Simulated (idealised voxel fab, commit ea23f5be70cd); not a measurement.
The process module presented herein is designated voxel wiring stack.
Displayed cross-section: cut, width of 290 nm, square cells sized 5 nm.
Cross-section spec: square-cell grid; bands listed top down; each band is one or more rows.
It is stipulated that each band's entry specify, in nanometres, the height of the top of the band and then that of its bottom, followed by the materials of the band in left-to-right sequence, each together with its width in nanometres. A single material marked by the word "edge to edge" is understood to fill the band from edge to edge; the word "air" is understood to denote empty space.
Basically, 0 is our baseline, since under it the wafer straight out of the box is all one material. The bottom band has no lower end and keeps on going down, so it looks like "z 0 and below".
A two-number width, for instance "30->40", indicates that the width is equal to the first number in the top row of the band and to the second number in the bottom row, and that it changes by a constant amount per row of cells.
No cell of the cross-section changed in a step that is given as "remained the same".
Entry "Internal closed voids" = empty spaces >= 8 cells with no open way to the top; each as width x height at distance, distance from left edge, all nm.
Anything after a step's settings on that line? It's the simulator's own note about the step.
If you see "overlay nm" on a step's line and that step has a mask, it's telling you how far right of where it was planned the mask ended up; a negative number means it went left instead.
PROCESS STEPS FORESEEN IN THE PLAN
1) RECEIVE [material Si]
2) CONFORMAL_DEP [material SiO2] [thk nm 15]
3) DIRECTIONAL_DEP [material TiN] [thk nm 5]
4) DIRECTIONAL_DEP [material Ru] [thk nm 25]
5) PATTERN [tone cover] [mask id METAL_1] [material resist] [width nm 30] [pitch nm 50] [thk nm 20] [overlay nm 0]
6) DIRECTIONAL_ETCH [etch materials Ru] [depth nm 25]
7) DIRECTIONAL_ETCH [etch materials TiN] [depth nm 5]
8) STRIP [etch materials resist]
9) FILL_DEP [material lowk] [thk nm 10]
10) CMP [height nm 45]
11) CONFORMAL_DEP [material SiCN] [thk nm 5]
12) DIRECTIONAL_DEP [material lowk] [thk nm 20]
13) MASKED_ETCH [tone open] [mask id PLUG_1] [width nm 15] [pitch nm 50] [etch materials lowk] [depth nm 20] [overlay nm 0]
14) MASKED_ETCH [tone open] [mask id PLUG_1] [width nm 15] [pitch nm 50] [etch materials SiCN] [depth nm 5] [overlay nm 0]
15) CONFORMAL_DEP [material TiN] [thk nm 5]
16) FILL_DEP [material Cu] [thk nm 5]
17) CMP [height nm 70]
18) DIRECTIONAL_DEP [material TiN] [thk nm 5]
19) DIRECTIONAL_DEP [material Ru] [thk nm 15]
20) DIRECTIONAL_DEP [material aC] [thk nm 15]
21) PATTERN [tone cover] [mask id METAL_2] [material resist] [width nm 30] [pitch nm 50] [thk nm 30] [overlay nm 0]
22) DIRECTIONAL_ETCH [etch materials aC] [depth nm 15]
23) STRIP [etch materials resist]
24) DIRECTIONAL_ETCH [etch materials Ru] [depth nm 15]
25) DIRECTIONAL_ETCH [etch materials TiN] [depth nm 5]
26) STRIP [etch materials aC]
27) CONFORMAL_DEP [material SiCN] [thk nm 5]
28) FILL_DEP [material lowk] [thk nm 10]
29) CMP [height nm 90]
30) CONFORMAL_DEP [material SiN] [thk nm 5]
FIRST WAFER OUT OF TWO, PROCESSED AS PLANNED
INCOMING WAFER IN CROSS-SECTION (STATE: AFTER STEP 1)
z 0 and below = Si edge to edge
Internal closed voids: none
TAKE A LOOK AT THE WAFER'S CROSS-SECTION AFTER STEP 2
z 15 to 0 = SiO2 edge to edge
below 0: unchanged
TAKE A LOOK AT THE WAFER'S CROSS-SECTION AFTER STEP 3
z 20 to 15 = TiN edge to edge
below 15: unchanged
TAKE A LOOK AT THE WAFER'S CROSS-SECTION AFTER STEP 4
z 45 to 20 = Ru edge to edge
below 20: unchanged
TAKE A LOOK AT THE WAFER'S CROSS-SECTION AFTER STEP 5
z 65 to 45 = 105 of air, 30 of resist, 20 of air, 30 of resist, 105 of air
below 45: unchanged
TAKE A LOOK AT THE WAFER'S CROSS-SECTION AFTER STEP 6
z 65 to 45 = 105 of air, 30 of resist, 20 of air, 30 of resist, 105 of air
z 45 to 20 = 105 of air, 30 of Ru, 20 of air, 30 of Ru, 105 of air
below 20: unchanged
TAKE A LOOK AT THE WAFER'S CROSS-SECTION AFTER STEP 7
z 65 to 45 = 105 of air, 30 of resist, 20 of air, 30 of resist, 105 of air
z 45 to 20 = 105 of air, 30 of Ru, 20 of air, 30 of Ru, 105 of air
z 20 to 15 = 105 of air, 30 of TiN, 20 of air, 30 of TiN, 105 of air
below 15: unchanged
TAKE A LOOK AT THE WAFER'S CROSS-SECTION AFTER STEP 8
z 45 to 20 = 105 of air, 30 of Ru, 20 of air, 30 of Ru, 105 of air
below 20: unchanged
TAKE A LOOK AT THE WAFER'S CROSS-SECTION AFTER STEP 9
z 55 to 45 = lowk edge to edge
z 45 to 20 = 105 of lowk, 30 of Ru, 20 of lowk, 30 of Ru, 105 of lowk
z 20 to 15 = 105 of lowk, 30 of TiN, 20 of lowk, 30 of TiN, 105 of lowk
below 15: unchanged
TAKE A LOOK AT THE WAFER'S CROSS-SECTION AFTER STEP 10
z 45 to 20 = 105 of lowk, 30 of Ru, 20 of lowk, 30 of Ru, 105 of lowk
below 20: unchanged
TAKE A LOOK AT THE WAFER'S CROSS-SECTION AFTER STEP 11
z 50 to 45 = SiCN edge to edge
below 45: unchanged
TAKE A LOOK AT THE WAFER'S CROSS-SECTION AFTER STEP 12
z 70 to 50 = lowk edge to edge
below 50: unchanged
TAKE A LOOK AT THE WAFER'S CROSS-SECTION AFTER STEP 13
z 70 to 50 = 105 of lowk, 15 of air, 35 of lowk, 15 of air, 120 of lowk
below 50: unchanged
TAKE A LOOK AT THE WAFER'S CROSS-SECTION AFTER STEP 14
z 70 to 50 = 105 of lowk, 15 of air, 35 of lowk, 15 of air, 120 of lowk
z 50 to 45 = 105 of SiCN, 15 of air, 35 of SiCN, 15 of air, 120 of SiCN
below 45: unchanged
TAKE A LOOK AT THE WAFER'S CROSS-SECTION AFTER STEP 15
z 75 to 70 = 110 of TiN, 5 of air, 45 of TiN, 5 of air, 125 of TiN
z 70 to 50 = 105 of lowk, 5 of TiN, 5 of air, 5 of TiN, 35 of lowk, 5 of TiN, 5 of air, 5 of TiN, 120 of lowk
z 50 to 45 = 105 of SiCN, 15 of TiN, 35 of SiCN, 15 of TiN, 120 of SiCN
below 45: unchanged
TAKE A LOOK AT THE WAFER'S CROSS-SECTION AFTER STEP 16
z 80 to 75 = Cu edge to edge
z 75 to 70 = 110 of TiN, 5 of Cu, 45 of TiN, 5 of Cu, 125 of TiN
z 70 to 50 = 105 of lowk, 5 of TiN, 5 of Cu, 5 of TiN, 35 of lowk, 5 of TiN, 5 of Cu, 5 of TiN, 120 of lowk
below 50: unchanged
TAKE A LOOK AT THE WAFER'S CROSS-SECTION AFTER STEP 17
z 70 to 50 = 105 of lowk, 5 of TiN, 5 of Cu, 5 of TiN, 35 of lowk, 5 of TiN, 5 of Cu, 5 of TiN, 120 of lowk
below 50: unchanged
TAKE A LOOK AT THE WAFER'S CROSS-SECTION AFTER STEP 18
z 75 to 70 = TiN edge to edge
below 70: unchanged
TAKE A LOOK AT THE WAFER'S CROSS-SECTION AFTER STEP 19
z 90 to 75 = Ru edge to edge
below 75: unchanged
TAKE A LOOK AT THE WAFER'S CROSS-SECTION AFTER STEP 20
z 105 to 90 = aC edge to edge
below 90: unchanged
TAKE A LOOK AT THE WAFER'S CROSS-SECTION AFTER STEP 21
z 135 to 105 = 105 of air, 30 of resist, 20 of air, 30 of resist, 105 of air
below 105: unchanged
TAKE A LOOK AT THE WAFER'S CROSS-SECTION AFTER STEP 22
z 120 to 105 = 105 of air, 30 of resist, 20 of air, 30 of resist, 105 of air
z 105 to 90 = 105 of air, 30 of aC, 20 of air, 30 of aC, 105 of air
below 90: unchanged
TAKE A LOOK AT THE WAFER'S CROSS-SECTION AFTER STEP 23
z 105 to 90 = 105 of air, 30 of aC, 20 of air, 30 of aC, 105 of air
below 90: unchanged
TAKE A LOOK AT THE WAFER'S CROSS-SECTION AFTER STEP 24
z 105 to 90 = 105 of air, 30 of aC, 20 of air, 30 of aC, 105 of air
z 90 to 75 = 105 of air, 30 of Ru, 20 of air, 30 of Ru, 105 of air
below 75: unchanged
TAKE A LOOK AT THE WAFER'S CROSS-SECTION AFTER STEP 25
z 105 to 90 = 105 of air, 30 of aC, 20 of air, 30 of aC, 105 of air
z 90 to 75 = 105 of air, 30 of Ru, 20 of air, 30 of Ru, 105 of air
z 75 to 70 = 105 of air, 30 of TiN, 20 of air, 30 of TiN, 105 of air
below 70: unchanged
TAKE A LOOK AT THE WAFER'S CROSS-SECTION AFTER STEP 26
z 90 to 75 = 105 of air, 30 of Ru, 20 of air, 30 of Ru, 105 of air
below 75: unchanged
TAKE A LOOK AT THE WAFER'S CROSS-SECTION AFTER STEP 27
z 95 to 90 = 100 of air, 40 of SiCN, 10 of air, 40 of SiCN, 100 of air
z 90 to 75 = 100 of air, 5 of SiCN, 30 of Ru, 5 of SiCN, 10 of air, 5 of SiCN, 30 of Ru, 5 of SiCN, 100 of air
z 75 to 70 = 105 of SiCN, 30 of TiN, 20 of SiCN, 30 of TiN, 105 of SiCN
below 70: unchanged
TAKE A LOOK AT THE WAFER'S CROSS-SECTION AFTER STEP 28
z 105 to 95 = lowk edge to edge
z 95 to 90 = 100 of lowk, 40 of SiCN, 10 of lowk, 40 of SiCN, 100 of lowk
z 90 to 75 = 100 of lowk, 5 of SiCN, 30 of Ru, 5 of SiCN, 10 of lowk, 5 of SiCN, 30 of Ru, 5 of SiCN, 100 of lowk
below 75: unchanged
TAKE A LOOK AT THE WAFER'S CROSS-SECTION AFTER STEP 29
z 90 to 75 = 100 of lowk, 5 of SiCN, 30 of Ru, 5 of SiCN, 10 of lowk, 5 of SiCN, 30 of Ru, 5 of SiCN, 100 of lowk
below 75: unchanged
TAKE A LOOK AT THE WAFER'S CROSS-SECTION AFTER STEP 30
z 95 to 90 = SiN edge to edge
below 90: unchanged
WAFER TWO OF THE PAIR: SAME ORIGIN, SAME PLAN, ONE ERROR DURING THE RUN; IDENTICAL TO WAFER ONE UP TO AND INCLUDING STEP 3
CROSS-SECTIONAL REPRESENTATION OF THE SECOND WAFER AT THE TIME DESIGNATED IN THE PLAN FOR THE COMPLETION OF STEP 4
z 40 to 20 = Ru edge to edge
below 20: unchanged
CROSS-SECTIONAL REPRESENTATION OF THE SECOND WAFER AT THE TIME DESIGNATED IN THE PLAN FOR THE COMPLETION OF STEP 5
z 60 to 40 = 105 of air, 30 of resist, 20 of air, 30 of resist, 105 of air
below 40: unchanged
CROSS-SECTIONAL REPRESENTATION OF THE SECOND WAFER AT THE TIME DESIGNATED IN THE PLAN FOR THE COMPLETION OF STEP 6
z 60 to 40 = 105 of air, 30 of resist, 20 of air, 30 of resist, 105 of air
z 40 to 20 = 105 of air, 30 of Ru, 20 of air, 30 of Ru, 105 of air
below 20: unchanged
CROSS-SECTIONAL REPRESENTATION OF THE SECOND WAFER AT THE TIME DESIGNATED IN THE PLAN FOR THE COMPLETION OF STEP 7
z 60 to 40 = 105 of air, 30 of resist, 20 of air, 30 of resist, 105 of air
z 40 to 20 = 105 of air, 30 of Ru, 20 of air, 30 of Ru, 105 of air
z 20 to 15 = 105 of air, 30 of TiN, 20 of air, 30 of TiN, 105 of air
below 15: unchanged
CROSS-SECTIONAL REPRESENTATION OF THE SECOND WAFER AT THE TIME DESIGNATED IN THE PLAN FOR THE COMPLETION OF STEP 8
z 40 to 20 = 105 of air, 30 of Ru, 20 of air, 30 of Ru, 105 of air
below 20: unchanged
CROSS-SECTIONAL REPRESENTATION OF THE SECOND WAFER AT THE TIME DESIGNATED IN THE PLAN FOR THE COMPLETION OF STEP 9
z 50 to 40 = lowk edge to edge
z 40 to 20 = 105 of lowk, 30 of Ru, 20 of lowk, 30 of Ru, 105 of lowk
z 20 to 15 = 105 of lowk, 30 of TiN, 20 of lowk, 30 of TiN, 105 of lowk
below 15: unchanged
CROSS-SECTIONAL REPRESENTATION OF THE SECOND WAFER AT THE TIME DESIGNATED IN THE PLAN FOR THE COMPLETION OF STEP 10
z 45 to 40 = lowk edge to edge
below 40: unchanged
CROSS-SECTIONAL REPRESENTATION OF THE SECOND WAFER AT THE TIME DESIGNATED IN THE PLAN FOR THE COMPLETION OF STEP 11
z 50 to 45 = SiCN edge to edge
below 45: unchanged
CROSS-SECTIONAL REPRESENTATION OF THE SECOND WAFER AT THE TIME DESIGNATED IN THE PLAN FOR THE COMPLETION OF STEP 12
z 70 to 50 = lowk edge to edge
below 50: unchanged
CROSS-SECTIONAL REPRESENTATION OF THE SECOND WAFER AT THE TIME DESIGNATED IN THE PLAN FOR THE COMPLETION OF STEP 13
z 70 to 50 = 105 of lowk, 15 of air, 35 of lowk, 15 of air, 120 of lowk
below 50: unchanged
CROSS-SECTIONAL REPRESENTATION OF THE SECOND WAFER AT THE TIME DESIGNATED IN THE PLAN FOR THE COMPLETION OF STEP 14
z 70 to 50 = 105 of lowk, 15 of air, 35 of lowk, 15 of air, 120 of lowk
z 50 to 45 = 105 of SiCN, 15 of air, 35 of SiCN, 15 of air, 120 of SiCN
below 45: unchanged
CROSS-SECTIONAL REPRESENTATION OF THE SECOND WAFER AT THE TIME DESIGNATED IN THE PLAN FOR THE COMPLETION OF STEP 15
z 75 to 70 = 110 of TiN, 5 of air, 45 of TiN, 5 of air, 125 of TiN
z 70 to 50 = 105 of lowk, 5 of TiN, 5 of air, 5 of TiN, 35 of lowk, 5 of TiN, 5 of air, 5 of TiN, 120 of lowk
z 50 to 45 = 105 of SiCN, 15 of TiN, 35 of SiCN, 15 of TiN, 120 of SiCN
below 45: unchanged
CROSS-SECTIONAL REPRESENTATION OF THE SECOND WAFER AT THE TIME DESIGNATED IN THE PLAN FOR THE COMPLETION OF STEP 16
z 80 to 75 = Cu edge to edge
z 75 to 70 = 110 of TiN, 5 of Cu, 45 of TiN, 5 of Cu, 125 of TiN
z 70 to 50 = 105 of lowk, 5 of TiN, 5 of Cu, 5 of TiN, 35 of lowk, 5 of TiN, 5 of Cu, 5 of TiN, 120 of lowk
below 50: unchanged
CROSS-SECTIONAL REPRESENTATION OF THE SECOND WAFER AT THE TIME DESIGNATED IN THE PLAN FOR THE COMPLETION OF STEP 17
z 70 to 50 = 105 of lowk, 5 of TiN, 5 of Cu, 5 of TiN, 35 of lowk, 5 of TiN, 5 of Cu, 5 of TiN, 120 of lowk
below 50: unchanged
CROSS-SECTIONAL REPRESENTATION OF THE SECOND WAFER AT THE TIME DESIGNATED IN THE PLAN FOR THE COMPLETION OF STEP 18
z 75 to 70 = TiN edge to edge
below 70: unchanged
CROSS-SECTIONAL REPRESENTATION OF THE SECOND WAFER AT THE TIME DESIGNATED IN THE PLAN FOR THE COMPLETION OF STEP 19
z 90 to 75 = Ru edge to edge
below 75: unchanged
CROSS-SECTIONAL REPRESENTATION OF THE SECOND WAFER AT THE TIME DESIGNATED IN THE PLAN FOR THE COMPLETION OF STEP 20
z 105 to 90 = aC edge to edge
below 90: unchanged
CROSS-SECTIONAL REPRESENTATION OF THE SECOND WAFER AT THE TIME DESIGNATED IN THE PLAN FOR THE COMPLETION OF STEP 21
z 135 to 105 = 105 of air, 30 of resist, 20 of air, 30 of resist, 105 of air
below 105: unchanged
CROSS-SECTIONAL REPRESENTATION OF THE SECOND WAFER AT THE TIME DESIGNATED IN THE PLAN FOR THE COMPLETION OF STEP 22
z 120 to 105 = 105 of air, 30 of resist, 20 of air, 30 of resist, 105 of air
z 105 to 90 = 105 of air, 30 of aC, 20 of air, 30 of aC, 105 of air
below 90: unchanged
CROSS-SECTIONAL REPRESENTATION OF THE SECOND WAFER AT THE TIME DESIGNATED IN THE PLAN FOR THE COMPLETION OF STEP 23
z 105 to 90 = 105 of air, 30 of aC, 20 of air, 30 of aC, 105 of air
below 90: unchanged
CROSS-SECTIONAL REPRESENTATION OF THE SECOND WAFER AT THE TIME DESIGNATED IN THE PLAN FOR THE COMPLETION OF STEP 24
z 105 to 90 = 105 of air, 30 of aC, 20 of air, 30 of aC, 105 of air
z 90 to 75 = 105 of air, 30 of Ru, 20 of air, 30 of Ru, 105 of air
below 75: unchanged
CROSS-SECTIONAL REPRESENTATION OF THE SECOND WAFER AT THE TIME DESIGNATED IN THE PLAN FOR THE COMPLETION OF STEP 25
z 105 to 90 = 105 of air, 30 of aC, 20 of air, 30 of aC, 105 of air
z 90 to 75 = 105 of air, 30 of Ru, 20 of air, 30 of Ru, 105 of air
z 75 to 70 = 105 of air, 30 of TiN, 20 of air, 30 of TiN, 105 of air
below 70: unchanged
CROSS-SECTIONAL REPRESENTATION OF THE SECOND WAFER AT THE TIME DESIGNATED IN THE PLAN FOR THE COMPLETION OF STEP 26
z 90 to 75 = 105 of air, 30 of Ru, 20 of air, 30 of Ru, 105 of air
below 75: unchanged
CROSS-SECTIONAL REPRESENTATION OF THE SECOND WAFER AT THE TIME DESIGNATED IN THE PLAN FOR THE COMPLETION OF STEP 27
z 95 to 90 = 100 of air, 40 of SiCN, 10 of air, 40 of SiCN, 100 of air
z 90 to 75 = 100 of air, 5 of SiCN, 30 of Ru, 5 of SiCN, 10 of air, 5 of SiCN, 30 of Ru, 5 of SiCN, 100 of air
z 75 to 70 = 105 of SiCN, 30 of TiN, 20 of SiCN, 30 of TiN, 105 of SiCN
below 70: unchanged
CROSS-SECTIONAL REPRESENTATION OF THE SECOND WAFER AT THE TIME DESIGNATED IN THE PLAN FOR THE COMPLETION OF STEP 28
z 105 to 95 = lowk edge to edge
z 95 to 90 = 100 of lowk, 40 of SiCN, 10 of lowk, 40 of SiCN, 100 of lowk
z 90 to 75 = 100 of lowk, 5 of SiCN, 30 of Ru, 5 of SiCN, 10 of lowk, 5 of SiCN, 30 of Ru, 5 of SiCN, 100 of lowk
below 75: unchanged
CROSS-SECTIONAL REPRESENTATION OF THE SECOND WAFER AT THE TIME DESIGNATED IN THE PLAN FOR THE COMPLETION OF STEP 29
z 90 to 75 = 100 of lowk, 5 of SiCN, 30 of Ru, 5 of SiCN, 10 of lowk, 5 of SiCN, 30 of Ru, 5 of SiCN, 100 of lowk
below 75: unchanged
CROSS-SECTIONAL REPRESENTATION OF THE SECOND WAFER AT THE TIME DESIGNATED IN THE PLAN FOR THE COMPLETION OF STEP 30
z 95 to 90 = SiN edge to edge
below 90: unchanged
What went wrong in running the wafer? step 4 changed vs plan, executed as DIRECTIONAL_DEP [material Ru] [thk nm 20]
Final comparison by cell count, materials where the second wafer has more or fewer than the first: Ru: 12 fewer | lowk: 12 more
